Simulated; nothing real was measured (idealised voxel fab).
A process module follows: voxel plated lines.
cross-section cut | 285 nm wide | cells 5 nm
Just so we're on the same page, the cross-sections are grids of square cells, and they're listed out in bands top to bottom, each band one or more rows deep. Band: top height; bottom height; in nm. Then, left to right: material with width in nm, for each material. "throughout": a single material spanning edge to edge. "air": empty space. Zero point of the height axis is 0; under it, received wafer = one material. Lowest band: continues down indefinitely, "0..down". Per-row width for "30->40": begins at first number (top row of band), ends at second number (bottom row), increment between rows held constant. "changes: none" means the step left every cell of the cross-section as it was. "Catalogued sealed voids" enumerates empty spaces isolated from the top, with no open way to it, that contain at least 8 cells, giving each as width x height at distance from the left edge, all three in nm. Formally, on a step line, whatever follows the settings is a remark that the simulator itself makes on the step. What "overlay nm" on a step's line means: if the step has a mask, that mask lay this far to the right of its planned place, or, when the value is negative, to the left.
List of planned process steps
1. RECEIVE (material Si)
2. CONFORMAL_DEP (material SiN; thk nm 10)
3. DIRECTIONAL_DEP (material TiN; thk nm 5)
4. PATTERN (tone open; mask id LINES; material resist; width nm 20; pitch nm 40; thk nm 15; overlay nm 0)
5. EPI (material Ru; thk nm 10)
6. STRIP (etch materials resist)
7. DIRECTIONAL_ETCH (etch materials TiN; depth nm 5)
8. CONFORMAL_DEP (material SiN; thk nm 10)
First of the two wafers, run per plan
As-received wafer cross-section (after step 1)
* 0..down | Si throughout
* Catalogued sealed voids: none
Once step 2 is through, the wafer looks like this in cross-section
* 10..0 | SiN throughout
* At heights below 0, the structure remains unaltered.
Once step 3 is through, the wafer looks like this in cross-section
* 15..10 | TiN throughout
* At heights below 10, the structure remains unaltered.
Once step 4 is through, the wafer looks like this in cross-section
* 30..15 | resist 110 nm / air 20 nm / resist 20 nm / air 20 nm / resist 115 nm
* At heights below 15, the structure remains unaltered.
Once step 5 is through, the wafer looks like this in cross-section
* 30..25 | resist 110 nm / air 20 nm / resist 20 nm / air 20 nm / resist 115 nm
* 25..15 | resist 110 nm / Ru 20 nm / resist 20 nm / Ru 20 nm / resist 115 nm
* At heights below 15, the structure remains unaltered.
Once step 6 is through, the wafer looks like this in cross-section
* 25..15 | air 110 nm / Ru 20 nm / air 20 nm / Ru 20 nm / air 115 nm
* At heights below 15, the structure remains unaltered.
Once step 7 is through, the wafer looks like this in cross-section
* 25..15 | air 110 nm / Ru 20 nm / air 20 nm / Ru 20 nm / air 115 nm
* 15..10 | air 110 nm / TiN 20 nm / air 20 nm / TiN 20 nm / air 115 nm
* At heights below 10, the structure remains unaltered.
Once step 8 is through, the wafer looks like this in cross-section
* 35..25 | air 100 nm / SiN 80 nm / air 105 nm
* 25..20 | air 100 nm / SiN 10 nm / Ru 20 nm / SiN 20 nm / Ru 20 nm / SiN 10 nm / air 105 nm
* 20..15 | SiN 110 nm / Ru 20 nm / SiN 20 nm / Ru 20 nm / SiN 115 nm
* 15..10 | SiN 110 nm / TiN 20 nm / SiN 20 nm / TiN 20 nm / SiN 115 nm
* At heights below 10, the structure remains unaltered.
The remaining wafer, second of the two, started like the first and was run to the same plan, except that one mistake was made along the way; the two coincide through step 1, inclusive
Planned end of step 2: second wafer, cross-section
* 5..0 | TiN throughout
* At heights below 0, the structure remains unaltered.
Planned end of step 3: second wafer, cross-section
* 15..5 | SiN throughout
* At heights below 5, the structure remains unaltered.
Planned end of step 4: second wafer, cross-section
* 30..15 | resist 110 nm / air 20 nm / resist 20 nm / air 20 nm / resist 115 nm
* At heights below 15, the structure remains unaltered.
Planned end of step 5: second wafer, cross-section: changes: none
Planned end of step 6: second wafer, cross-section
* 15..5 | SiN throughout
* At heights below 5, the structure remains unaltered.
Planned end of step 7: second wafer, cross-section: changes: none
Planned end of step 8: second wafer, cross-section
* 25..5 | SiN throughout
* At heights below 5, the structure remains unaltered.
Want to know what went wrong? ran 2 and 3 in swapped order versus the plan
Looking at both finished wafers in cells, the second ends up ahead of or behind the first on some materials: Ru -16, SiN -24, TiN +49
